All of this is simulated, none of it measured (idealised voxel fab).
This section sets out a process module, namely voxel wiring stack.
Section cut is 180 nm wide and gridded with 5 nm square cells.
Throughout this document, each cross-section is represented as a grid of square cells and is presented as a sequence of bands enumerated from the top downward, where a band comprises one or more rows of cells. It is stipulated that each band's entry specify, in nanometres, the height of the top of the band and then that of its bottom, followed by the materials of the band in left-to-right sequence, each together with its width in nanometres. A single material marked by the word "edge to edge" is understood to fill the band from edge to edge; the word "blank" is understood to denote empty space. A quick word on heights: they are counted from 0, and under that level the wafer as it came to us is one material throughout. The lowest band is different from the rest in having no bottom; it simply continues downward, written as in "from 0 down". Think of "30..40" as a width that walks from the first number to the second as you go down the band, top row to bottom row, taking equal-sized steps from row to row. Where a step carries "remained unchanged", the cross-section came out of it unchanged, cell for cell. The entry "Completely sealed voids" lists the empty spaces that cover at least 8 cells and have no open path to the top. Each is written as width x height at distance, where the distance is measured from the left edge and all three values are in nm. Formally, on a step line, whatever follows the settings is a remark that the simulator itself makes on the step. overlay nm: step with mask; distance mask lay right of planned place; negative value = left of planned place.
Process steps (planned)
1. RECEIVE [material Si]
2. CONFORMAL_DEP [material SiO2] [thk nm 10]
3. DIRECTIONAL_DEP [material TiN] [thk nm 5]
4. DIRECTIONAL_DEP [material W] [thk nm 20]
5. MASKED_ETCH [tone cover] [mask id METAL_1] [width nm 25] [pitch nm 45] [etch materials W] [depth nm 20] [overlay nm 0]
6. MASKED_ETCH [tone cover] [mask id METAL_1] [width nm 25] [pitch nm 45] [etch materials TiN] [depth nm 5] [overlay nm 0]
7. FILL_DEP [material SiO2] [thk nm 5]
8. CMP [height nm 35]
9. CONFORMAL_DEP [material SiCN] [thk nm 5]
10. DIRECTIONAL_DEP [material lowk] [thk nm 25]
11. DIRECTIONAL_DEP [material aC] [thk nm 15]
12. PATTERN [tone open] [mask id METAL_2_HOLES] [material resist] [width nm 15] [pitch nm 45] [thk nm 30] [overlay nm 0]
13. DIRECTIONAL_ETCH [etch materials aC] [depth nm 15]
14. STRIP [etch materials resist]
15. DIRECTIONAL_ETCH [etch materials lowk] [depth nm 25]
16. STRIP [etch materials aC]
17. PATTERN [tone open] [mask id METAL_2] [material resist] [width nm 25] [pitch nm 45] [thk nm 15] [overlay nm 0]
18. DIRECTIONAL_ETCH [etch materials lowk] [depth nm 15]
19. DIRECTIONAL_ETCH [etch materials SiCN] [depth nm 5]
20. STRIP [etch materials resist]
21. CONFORMAL_DEP [material TiN] [thk nm 5]
22. FILL_DEP [material Cu] [thk nm 10]
23. CMP [height nm 65]
24. CONFORMAL_DEP [material SiCN] [thk nm 5]
25. DIRECTIONAL_DEP [material SiO2] [thk nm 25]
26. MASKED_ETCH [tone open] [mask id METAL_3_HOLES] [width nm 15] [pitch nm 45] [etch materials SiO2] [depth nm 25] [overlay nm 0]
27. DIRECTIONAL_DEP [material aC] [thk nm 15]
28. PATTERN [tone open] [mask id METAL_3] [material resist] [width nm 25] [pitch nm 45] [thk nm 30] [overlay nm 0]
29. DIRECTIONAL_ETCH [etch materials aC] [depth nm 15]
30. STRIP [etch materials resist]
31. DIRECTIONAL_ETCH [etch materials SiO2] [depth nm 15]
32. DIRECTIONAL_ETCH [etch materials SiCN] [depth nm 5]
33. STRIP [etch materials aC]
34. CONFORMAL_DEP [material TiN] [thk nm 5]
35. FILL_DEP [material Cu] [thk nm 5]
36. CMP [height nm 95]
37. CONFORMAL_DEP [material SiCN] [thk nm 5]
Received-state cross-section, reflecting completion of step 1
	from 0 down: Si edge to edge
	Completely sealed voids: none
Cross-section, end of module. Start: as above. Plan: as above. Execution: one mistake
	from 110 to 95: SiCN edge to edge
	from 95 to 85: SiO2: 55, then TiN: 5, then Cu: 15, then TiN: 5, then SiO2: 20, then TiN: 5, then Cu: 15, then TiN: 5, then SiO2: 55
	from 85 to 80: SiO2: 55, then TiN: 5, then Cu: 5, then TiN: 15, then SiO2: 20, then TiN: 5, then Cu: 5, then TiN: 15, then SiO2: 55
	from 80 to 70: SiO2: 55, then TiN: 5, then Cu: 5, then TiN: 5, then SiO2: 30, then TiN: 5, then Cu: 5, then TiN: 5, then SiO2: 65
	from 70 to 65: SiCN: 55, then TiN: 15, then SiCN: 30, then TiN: 15, then SiCN: 65
	from 65 to 55: lowk: 55, then TiN: 5, then Cu: 15, then TiN: 5, then lowk: 20, then TiN: 5, then Cu: 15, then TiN: 5, then lowk: 55
	from 55 to 50: lowk: 55, then TiN: 5, then Cu: 5, then TiN: 15, then lowk: 20, then TiN: 5, then Cu: 5, then TiN: 15, then lowk: 55
	from 50 to 40: lowk: 55, then TiN: 5, then Cu: 5, then TiN: 5, then lowk: 30, then TiN: 5, then Cu: 5, then TiN: 5, then lowk: 65
	from 40 to 35: SiCN: 55, then TiN: 15, then SiCN: 30, then TiN: 15, then SiCN: 65
	from 35 to 15: SiO2: 55, then W: 25, then SiO2: 20, then W: 25, then SiO2: 55
	from 15 to 10: SiO2: 55, then TiN: 25, then SiO2: 20, then TiN: 25, then SiO2: 55
	from 10 to 0: SiO2 edge to edge
	from 0 down: Si edge to edge
	Completely sealed voids: none
What broke from the plan during processing? step 37 did not happen as planned, as run it was CONFORMAL_DEP [material SiCN] [thk nm 15]
